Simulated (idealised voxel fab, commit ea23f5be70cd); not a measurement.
Name of the process module below: voxel released beams
We display cut, a cross-section 285 nm in width whose square cells are each 5 nm.
A cross-section is a grid of square cells, given in bands from the top down. A band is one or more rows of cells.
Top, bottom (nm), then materials left to right with widths (nm); lone material tagged "full width" fills the whole band edge to edge; "empty" = empty space.
Heights from 0 (as-received wafer is one material below). Bottom band endless downward, as "0 -> down".
Read "30->40" as a graded width: first number on top, second number at the bottom, same change between each pair of neighbouring rows.
The cross-section has no changed cell in any step marked "all unchanged".
"Unvented cavities": empty spaces of 8 cells or more with no open way to the top, each given as width x height at distance, distance from the left edge, all in nm.
Heads up: the bit after the settings on a step's line is the simulator's remark on that step.
"overlay nm" on a masked step: distance the mask lay right of its planned place, negative for left.

## plan
- 1: RECEIVE: material Si
- 2: CONFORMAL_DEP: material SiN, thk nm 5
- 3: DIRECTIONAL_DEP: material SiO2, thk nm 15
- 4: PATTERN: tone open, mask id ANCHOR, material resist, width nm 35, thk nm 20, overlay nm 0
- 5: DIRECTIONAL_ETCH: etch materials SiO2, depth nm 15
- 6: STRIP: etch materials resist
- 7: CONFORMAL_DEP: material polySi, thk nm 15
- 8: DIRECTIONAL_DEP: material aC, thk nm 15
- 9: PATTERN: tone cover, mask id BEAM, material resist, width nm 100, thk nm 30, overlay nm -15
- 10: DIRECTIONAL_ETCH: etch materials aC, depth nm 15
- 11: STRIP: etch materials resist
- 12: DIRECTIONAL_ETCH: etch materials polySi, depth nm 15
- 13: STRIP: etch materials aC
- 14: STRIP: etch materials SiO2
The wafers in this document start out alike and differ in the overlay nm applied at step 9; the plan shows the value used for the first wafer.

## After step 1, as received: first of several wafers, cross-section
> 0 -> down | Si full width
> Unvented cavities: none

## first wafer at the end, after step 14
> 35 -> 20 | 75 nm empty  35 nm polySi  5 nm empty  60 nm polySi  110 nm empty
> 20 -> 5 | 95 nm empty  35 nm polySi  155 nm empty
> 5 -> 0 | SiN full width
> 0 -> down | Si full width
> Unvented cavities: none

## Last wafer of the set, cross-sectioned at end of module
> 35 -> 20 | 105 nm empty  5 nm polySi  5 nm empty  90 nm polySi  80 nm empty
> 20 -> 5 | 95 nm empty  35 nm polySi  155 nm empty
> 5 -> 0 | SiN full width
> 0 -> down | Si full width
> Unvented cavities: none

## The following table contains a row per wafer, in which are reported, at the conclusion of the module, the cells of each material gained (+) or lost (-) since the wafer's receipt, with its closed voids given thereafter
overlay nm -15, +57 SiN, +78 polySi, Unvented cavities: none
overlay nm -10, +57 SiN, +78 polySi, Unvented cavities: none
overlay nm -5, +57 SiN, +78 polySi, Unvented cavities: none
overlay nm 0, +57 SiN, +78 polySi, Unvented cavities: none
overlay nm 5, +57 SiN, +78 polySi, Unvented cavities: none
overlay nm 10, +57 SiN, +78 polySi, Unvented cavities: none
overlay nm 15, +57 SiN, +78 polySi, Unvented cavities: none
